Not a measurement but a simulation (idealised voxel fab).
Proc. module: voxel ribs on slabs
The width of the displayed cross-section, cut, is 140 nm; its cells are square, with a size of 5 nm.
Cross-sections here: square-cell grids, written as top-down lists of bands, a band being one or more rows of cells.
Per band: top height and bottom height in nm, followed by the left-to-right materials and their widths in nm; "edge to edge" marks a single material spanning edge to edge, "blank" marks empty space.
Where do heights start? At 0: under that level the wafer as delivered is made of one material only. And the lowest band has no floor; it just carries on downward, as in "0 -> down".
A width given as "30->40" starts at the first number in the band's top row and ends at the second number in its bottom row, shifting by an equal amount at every step from row to row.
Take "no change occurred" at face value: in the step it is given for, the cross-section changed in none of its cells.
Reported under the label "Enclosed voids" are the empty spaces having no open way to the top and comprising 8 cells or more; the notation for each is width x height at distance, in which the distance is measured from the left edge and all three values are in nm.
Read whatever lies past the settings on a step's line as the simulator's own remark about the step.
"overlay nm" on a masked step: distance the mask lay right of its planned place, negative for left.

This section lists the process steps that were planned:
1. RECEIVE, material Si
2. DIRECTIONAL_DEP, material SiO2, thk nm 25
3. DIRECTIONAL_DEP, material polySi, thk nm 25
4. MASKED_ETCH, tone cover, mask id RIB, width nm 25, etch materials polySi, depth nm 20, overlay nm 0
5. MASKED_ETCH, tone cover, mask id SLAB, width nm 85, etch materials polySi, depth nm 5, overlay nm 0
6. FILL_DEP, material SiO2, thk nm 15
7. CMP, height nm 60
8. DIRECTIONAL_DEP, material TiN, thk nm 10
9. MASKED_ETCH, tone cover, mask id HEATER, width nm 35, etch materials TiN, depth nm 10, overlay nm 0
10. CONFORMAL_DEP, material SiO2, thk nm 5

First wafer, two in total, run as planned:

The cross-section here shows the wafer as received, i.e. in its state after step 1:
0 -> down  Si edge to edge
Enclosed voids: none

Once step 2 is through, the wafer looks like this in cross-section:
25 -> 0  SiO2 edge to edge
Lower than 0, everything is as it was.

Once step 3 is through, the wafer looks like this in cross-section:
50 -> 25  polySi edge to edge
Lower than 25, everything is as it was.

Once step 4 is through, the wafer looks like this in cross-section:
50 -> 30  blank 55 nm, then polySi 25 nm, then blank 60 nm
Lower than 30, everything is as it was.

Once step 5 is through, the wafer looks like this in cross-section:
50 -> 30  blank 55 nm, then polySi 25 nm, then blank 60 nm
30 -> 25  blank 25 nm, then polySi 85 nm, then blank 30 nm
Lower than 25, everything is as it was.

Once step 6 is through, the wafer looks like this in cross-section:
65 -> 50  SiO2 edge to edge
50 -> 30  SiO2 55 nm, then polySi 25 nm, then SiO2 60 nm
30 -> 25  SiO2 25 nm, then polySi 85 nm, then SiO2 30 nm
Lower than 25, everything is as it was.

Once step 7 is through, the wafer looks like this in cross-section:
60 -> 50  SiO2 edge to edge
Lower than 50, everything is as it was.

Once step 8 is through, the wafer looks like this in cross-section:
70 -> 60  TiN edge to edge
Lower than 60, everything is as it was.

Once step 9 is through, the wafer looks like this in cross-section:
70 -> 60  blank 50 nm, then TiN 35 nm, then blank 55 nm
Lower than 60, everything is as it was.

Once step 10 is through, the wafer looks like this in cross-section:
75 -> 70  blank 45 nm, then SiO2 45 nm, then blank 50 nm
70 -> 65  blank 45 nm, then SiO2 5 nm, then TiN 35 nm, then SiO2 5 nm, then blank 50 nm
65 -> 60  SiO2 50 nm, then TiN 35 nm, then SiO2 55 nm
Lower than 60, everything is as it was.

What follows concerns the second wafer, which started out like the first and was meant to follow the very same plan; one mistake crept in when it was run, but everything up to and including step 2 is the same as for the first wafer:

Second wafer, cross-section, planned end of step 3:
45 -> 25  polySi edge to edge
Lower than 25, everything is as it was.

Second wafer, cross-section, planned end of step 4:
45 -> 25  blank 55 nm, then polySi 25 nm, then blank 60 nm
Lower than 25, everything is as it was.

Second wafer, cross-section, planned end of step 5: no change occurred

Second wafer, cross-section, planned end of step 6:
60 -> 45  SiO2 edge to edge
45 -> 25  SiO2 55 nm, then polySi 25 nm, then SiO2 60 nm
Lower than 25, everything is as it was.

Second wafer, cross-section, planned end of step 7: no change occurred

Second wafer, cross-section, planned end of step 8:
70 -> 60  TiN edge to edge
Lower than 60, everything is as it was.

Second wafer, cross-section, planned end of step 9:
70 -> 60  blank 50 nm, then TiN 35 nm, then blank 55 nm
Lower than 60, everything is as it was.

Second wafer, cross-section, planned end of step 10:
75 -> 70  blank 45 nm, then SiO2 45 nm, then blank 50 nm
70 -> 65  blank 45 nm, then SiO2 5 nm, then TiN 35 nm, then SiO2 5 nm, then blank 50 nm
65 -> 60  SiO2 50 nm, then TiN 35 nm, then SiO2 55 nm
Lower than 60, everything is as it was.
What broke from the plan during processing? note that step 3 departed from the planned setting and was carried out as DIRECTIONAL_DEP, material polySi, thk nm 20
Final difference in cells, second wafer against first, listed per material as more or fewer: SiO2: 17 more, polySi: 17 fewer
